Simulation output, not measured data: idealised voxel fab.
voxel ribs on slabs: a process module
Section shown: cut. Width: 175 nm. Cell size: 5 nm, square.
This document writes a cross-section as a grid whose cells are square, and gives it as bands, listed from the top down; one or more rows of cells form a band.
What a band's entry tells you: where the top is and where the bottom is, as heights in nm, and after that what lies inside, material by material from left to right, each with its width in nm. Empty space is written as the word "blank", and a single material marked with the word "all across" occupies the band from edge to edge.
Height 0 is the level under which the wafer as received is all one material. The lowest band goes on downwards, as in "0 nm and below".
Width spec "30->40" -> top row of cells at first value, bottom row at second value, equal per-row change in between.
The designation "nothing was modified", where it is given for a processing step, indicates that no cell of the cross-section was altered in the course of that step.
"Fully closed voids": empty spaces of 8 cells or more with no open way to the top, each given as width x height at distance, distance from the left edge, all in nm.
Note: text after step settings on the step line = simulator remark on that step.
Each step line may optionally specify "overlay nm", which for a step with a mask gives the rightward distance between the mask's planned place and where it lay, a negative value indicating the leftward direction.

**This section lists the process steps that were planned**
1,RECEIVE | material Si
2,DIRECTIONAL_DEP | material SiO2 | thk nm 25
3,DIRECTIONAL_DEP | material polySi | thk nm 15
4,DIRECTIONAL_DEP | material aC | thk nm 10
5,PATTERN | tone cover | mask id RIB | material resist | width nm 20 | thk nm 25 | overlay nm 0
6,DIRECTIONAL_ETCH | etch materials aC | depth nm 10
7,STRIP | etch materials resist
8,DIRECTIONAL_ETCH | etch materials polySi | depth nm 10
9,STRIP | etch materials aC
10,PATTERN | tone cover | mask id SLAB | material resist | width nm 60 | thk nm 15 | overlay nm 0
11,DIRECTIONAL_ETCH | etch materials polySi | depth nm 5
12,STRIP | etch materials resist
13,FILL_DEP | material SiO2 | thk nm 25
14,CMP | height nm 60
15,DIRECTIONAL_DEP | material TiN | thk nm 10
16,DIRECTIONAL_DEP | material aC | thk nm 15
17,PATTERN | tone cover | mask id HEATER | material resist | width nm 30 | thk nm 35 | overlay nm 0
18,DIRECTIONAL_ETCH | etch materials aC | depth nm 15
19,STRIP | etch materials resist
20,DIRECTIONAL_ETCH | etch materials TiN | depth nm 10
21,STRIP | etch materials aC
22,CONFORMAL_DEP | material SiO2 | thk nm 5
Keep in mind the plan's value for the width nm of step 10 comes from the first wafer; the wafers don't share that setting, but they do share the same starting point.

**So this is the first of several wafers, cross-sectioned as it came to us, meaning it's at the end of step 1**
    0 nm and below  Si all across
    Fully closed voids: none

**Per-wafer rows below. For each material: cells gained (+) or lost (-) since the wafer was received, as of end of module. Then: closed voids**
width nm 60; +439 SiO2; +12 TiN; +20 polySi; Fully closed voids: none
width nm 65; +438 SiO2; +12 TiN; +21 polySi; Fully closed voids: none
width nm 70; +437 SiO2; +12 TiN; +22 polySi; Fully closed voids: none
width nm 75; +436 SiO2; +12 TiN; +23 polySi; Fully closed voids: none
width nm 80; +435 SiO2; +12 TiN; +24 polySi; Fully closed voids: none
width nm 85; +434 SiO2; +12 TiN; +25 polySi; Fully closed voids: none
